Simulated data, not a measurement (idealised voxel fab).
process module | voxel double patterning
cross-section cut | 245 nm wide | cells 5 nm
A cross-section is a grid of square cells, given in bands from the top down. A band is one or more rows of cells.
Each band's line starts with the height of the band's top and of its bottom, in nm. Then come its materials from left to right, each with its width in nm. One material with "throughout" fills the band from edge to edge. "air" is empty space.
Height 0 is the level under which the wafer as received is all one material. The lowest band goes on downwards, as in "0 down".
A width such as "30 to 40" changes by the same amount from each row of cells to the next, from the band's top row to its bottom row.
"no change" after a step means that no cell of the cross-section changed.
closed voids: empty space of 8 cells or more with no open way to the top, each as width x height at its distance from the left edge, in nm
after a step's settings: what the simulator itself notes on the step
overlay nm, on a step with a mask: how far to the right of its planned place the mask lay; to the left if negative
plan
1 op RECEIVE | material Si
2 op CONFORMAL_DEP | material SiN | thk nm 10
3 op DIRECTIONAL_DEP | material SiO2 | thk nm 15
4 op DIRECTIONAL_DEP | material SiCN | thk nm 10
5 op MASKED_ETCH | tone open | mask id FIRST | width nm 15 | pitch nm 50 | etch materials SiCN | depth nm 10 | overlay nm 0
6 op DIRECTIONAL_DEP | material aC | thk nm 10
7 op PATTERN | tone open | mask id SECOND | material resist | width nm 15 | pitch nm 50 | thk nm 30 | overlay nm 0
8 op DIRECTIONAL_ETCH | etch materials aC | depth nm 10
9 op STRIP | etch materials resist
10 op DIRECTIONAL_ETCH | etch materials SiCN | depth nm 10
11 op STRIP | etch materials aC
12 op DIRECTIONAL_ETCH | etch materials SiO2 | depth nm 15
13 op STRIP | etch materials SiCN
first wafer, as planned
as received, after step 1
  0 down: Si throughout
  closed voids: none
after step 2
  10 to 0: SiN throughout
  below 0: unchanged
after step 3
  25 to 10: SiO2 throughout
  below 10: unchanged
after step 4
  35 to 25: SiCN throughout
  below 25: unchanged
after step 5
  35 to 25: SiCN 65 | air 15 | SiCN 35 | air 15 | SiCN 35 | air 15 | SiCN 65
  below 25: unchanged
after step 6
  45 to 35: aC 65 | air 15 | aC 35 | air 15 | aC 35 | air 15 | aC 65
  35 to 25: SiCN 65 | aC 15 | SiCN 35 | aC 15 | SiCN 35 | aC 15 | SiCN 65
  below 25: unchanged
after step 7
  75 to 45: resist 90 | air 15 | resist 35 | air 15 | resist 90
  45 to 35: aC 65 | resist 15 | aC 35 | resist 15 | aC 35 | resist 15 | aC 65
  below 35: unchanged
after step 8
  65 to 45: resist 90 | air 15 | resist 35 | air 15 | resist 90
  45 to 35: aC 65 | resist 15 | aC 10 | air 15 | aC 10 | resist 15 | aC 10 | air 15 | aC 10 | resist 15 | aC 65
  below 35: unchanged
after step 9
  45 to 35: aC 65 | air 15 | aC 10 | air 15 | aC 10 | air 15 | aC 10 | air 15 | aC 10 | air 15 | aC 65
  below 35: unchanged
after step 10
  45 to 35: aC 65 | air 15 | aC 10 | air 15 | aC 10 | air 15 | aC 10 | air 15 | aC 10 | air 15 | aC 65
  35 to 25: SiCN 65 | aC 15 | SiCN 10 | air 15 | SiCN 10 | aC 15 | SiCN 10 | air 15 | SiCN 10 | aC 15 | SiCN 65
  below 25: unchanged
after step 11
  35 to 25: SiCN 65 | air 15 | SiCN 10 | air 15 | SiCN 10 | air 15 | SiCN 10 | air 15 | SiCN 10 | air 15 | SiCN 65
  below 25: unchanged
after step 12
  35 to 25: SiCN 65 | air 15 | SiCN 10 | air 15 | SiCN 10 | air 15 | SiCN 10 | air 15 | SiCN 10 | air 15 | SiCN 65
  25 to 10: SiO2 65 | air 15 | SiO2 10 | air 15 | SiO2 10 | air 15 | SiO2 10 | air 15 | SiO2 10 | air 15 | SiO2 65
  below 10: unchanged
after step 13
  25 to 10: SiO2 65 | air 15 | SiO2 10 | air 15 | SiO2 10 | air 15 | SiO2 10 | air 15 | SiO2 10 | air 15 | SiO2 65
  below 10: unchanged
second wafer: like start, like plan, one mistake. Through step 1 it matches the first wafer
when step 2 should have ended: no change
when step 3 should have ended
  15 to 0: SiO2 throughout
  below 0: unchanged
when step 4 should have ended
  25 to 15: SiCN throughout
  below 15: unchanged
when step 5 should have ended
  25 to 15: SiCN 65 | air 15 | SiCN 35 | air 15 | SiCN 35 | air 15 | SiCN 65
  below 15: unchanged
when step 6 should have ended
  35 to 25: aC 65 | air 15 | aC 35 | air 15 | aC 35 | air 15 | aC 65
  25 to 15: SiCN 65 | aC 15 | SiCN 35 | aC 15 | SiCN 35 | aC 15 | SiCN 65
  below 15: unchanged
when step 7 should have ended
  65 to 35: resist 90 | air 15 | resist 35 | air 15 | resist 90
  35 to 25: aC 65 | resist 15 | aC 35 | resist 15 | aC 35 | resist 15 | aC 65
  below 25: unchanged
when step 8 should have ended
  55 to 35: resist 90 | air 15 | resist 35 | air 15 | resist 90
  35 to 25: aC 65 | resist 15 | aC 10 | air 15 | aC 10 | resist 15 | aC 10 | air 15 | aC 10 | resist 15 | aC 65
  below 25: unchanged
when step 9 should have ended
  35 to 25: aC 65 | air 15 | aC 10 | air 15 | aC 10 | air 15 | aC 10 | air 15 | aC 10 | air 15 | aC 65
  below 25: unchanged
when step 10 should have ended
  35 to 25: aC 65 | air 15 | aC 10 | air 15 | aC 10 | air 15 | aC 10 | air 15 | aC 10 | air 15 | aC 65
  25 to 15: SiCN 65 | aC 15 | SiCN 10 | air 15 | SiCN 10 | aC 15 | SiCN 10 | air 15 | SiCN 10 | aC 15 | SiCN 65
  below 15: unchanged
when step 11 should have ended
  25 to 15: SiCN 65 | air 15 | SiCN 10 | air 15 | SiCN 10 | air 15 | SiCN 10 | air 15 | SiCN 10 | air 15 | SiCN 65
  below 15: unchanged
when step 12 should have ended
  25 to 15: SiCN 65 | air 15 | SiCN 10 | air 15 | SiCN 10 | air 15 | SiCN 10 | air 15 | SiCN 10 | air 15 | SiCN 65
  15 to 0: SiO2 65 | air 15 | SiO2 10 | air 15 | SiO2 10 | air 15 | SiO2 10 | air 15 | SiO2 10 | air 15 | SiO2 65
  below 0: unchanged
when step 13 should have ended
  15 to 0: SiO2 65 | air 15 | SiO2 10 | air 15 | SiO2 10 | air 15 | SiO2 10 | air 15 | SiO2 10 | air 15 | SiO2 65
  below 0: unchanged
what went wrong: step 2 was left out
at the end the second wafer has, in cells: 98 fewer of SiN
